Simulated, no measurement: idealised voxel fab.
process module | voxel released beams
cross-section cut | 140 nm wide | cells 5 nm
How to read a cross-section here: the picture is a grid of square cells, written as bands going from the top down, and any band can span one or more rows of cells.
It is stipulated that each band's entry specify, in nanometres, the height of the top of the band and then that of its bottom, followed by the materials of the band in left-to-right sequence, each together with its width in nanometres. A single material marked by the word "all across" is understood to fill the band from edge to edge; the word "blank" is understood to denote empty space.
For the purposes of this specification, 0 denotes the height below which the wafer in its as-received condition is composed wholly of one material, and the lowermost band, lacking a lower limit, extends downward without end, as expressed in "0 down".
When a width is written as two numbers, as in "30->40", the first number is the width in the top row of cells of the band and the second is the width in its bottom row, and the width changes by the same amount from each row to the next.
The designation "everything unchanged", where it is given for a processing step, indicates that no cell of the cross-section was altered in the course of that step.
Empty spaces counting at least 8 cells and having no open way to the top are listed in "Voids, enclosed". The notation width x height at distance is used for each, the distance being from the left edge and all three values in nm.
Formally, on a step line, whatever follows the settings is a remark that the simulator itself makes on the step.
A step's line can hold "overlay nm"; with a mask on that step, the setting says how far right of the planned place the mask lay, while a negative setting says it lay to the left.

STEPS PLANNED FOR THE PROCESS
step 1: RECEIVE: material Si
step 2: CONFORMAL_DEP: material Al2O3, thk nm 10
step 3: DIRECTIONAL_DEP: material SiO2, thk nm 15
step 4: MASKED_ETCH: tone open, mask id ANCHOR, width nm 25, etch materials SiO2, depth nm 15, overlay nm 0
step 5: CONFORMAL_DEP: material W, thk nm 10
step 6: MASKED_ETCH: tone cover, mask id BEAM, width nm 70, etch materials W, depth nm 10, overlay nm 0
step 7: STRIP: etch materials SiO2

FIRST OF TWO WAFERS, PROCESSED ACCORDING TO PLAN

AS RECEIVED, AFTER STEP 1
    0 down | Si all across
    Voids, enclosed: none

WAFER AFTER STEP 2 (CROSS-SECTION)
    10 to 0 | Al2O3 all across
    Nothing below the height 0 has changed.

WAFER AFTER STEP 3 (CROSS-SECTION)
    25 to 10 | SiO2 all across
    Nothing below the height 10 has changed.

WAFER AFTER STEP 4 (CROSS-SECTION)
    25 to 10 | SiO2 35 nm, then blank 25 nm, then SiO2 80 nm
    Nothing below the height 10 has changed.

WAFER AFTER STEP 5 (CROSS-SECTION)
    35 to 25 | W 45 nm, then blank 5 nm, then W 90 nm
    25 to 20 | SiO2 35 nm, then W 10 nm, then blank 5 nm, then W 10 nm, then SiO2 80 nm
    20 to 10 | SiO2 35 nm, then W 25 nm, then SiO2 80 nm
    Nothing below the height 10 has changed.

WAFER AFTER STEP 6 (CROSS-SECTION)
    35 to 25 | blank 30 nm, then W 15 nm, then blank 5 nm, then W 50 nm, then blank 40 nm
    Nothing below the height 25 has changed.

WAFER AFTER STEP 7 (CROSS-SECTION)
    35 to 25 | blank 30 nm, then W 15 nm, then blank 5 nm, then W 50 nm, then blank 40 nm
    25 to 20 | blank 35 nm, then W 10 nm, then blank 5 nm, then W 10 nm, then blank 80 nm
    20 to 10 | blank 35 nm, then W 25 nm, then blank 80 nm
    Nothing below the height 10 has changed.

SECOND WAFER: SAME START AND SAME PLAN AS THE FIRST, ONE EXECUTION ERROR; IDENTICAL TO THE FIRST THROUGH STEP 3

SECOND WAFER, SECTIONED VIEW, AT STEP 4'S PLANNED END TIME
    25 to 10 | SiO2 35 nm, then blank 30 nm, then SiO2 75 nm
    Nothing below the height 10 has changed.

SECOND WAFER, SECTIONED VIEW, AT STEP 5'S PLANNED END TIME
    35 to 25 | W 45 nm, then blank 10 nm, then W 85 nm
    25 to 20 | SiO2 35 nm, then W 10 nm, then blank 10 nm, then W 10 nm, then SiO2 75 nm
    20 to 10 | SiO2 35 nm, then W 30 nm, then SiO2 75 nm
    Nothing below the height 10 has changed.

SECOND WAFER, SECTIONED VIEW, AT STEP 6'S PLANNED END TIME
    35 to 25 | blank 30 nm, then W 15 nm, then blank 10 nm, then W 45 nm, then blank 40 nm
    Nothing below the height 25 has changed.

SECOND WAFER, SECTIONED VIEW, AT STEP 7'S PLANNED END TIME
    35 to 25 | blank 30 nm, then W 15 nm, then blank 10 nm, then W 45 nm, then blank 40 nm
    25 to 20 | blank 35 nm, then W 10 nm, then blank 10 nm, then W 10 nm, then blank 75 nm
    20 to 10 | blank 35 nm, then W 30 nm, then blank 75 nm
    Nothing below the height 10 has changed.
Deviation noted in wafer processing: step 4 was run on a setting that differed from the plan, and what really ran there is MASKED_ETCH: tone open, mask id ANCHOR, width nm 30, etch materials SiO2, depth nm 15, overlay nm 0
So at the finish, the second wafer's got exactly as many cells of each material as the first, just not in the same spots.
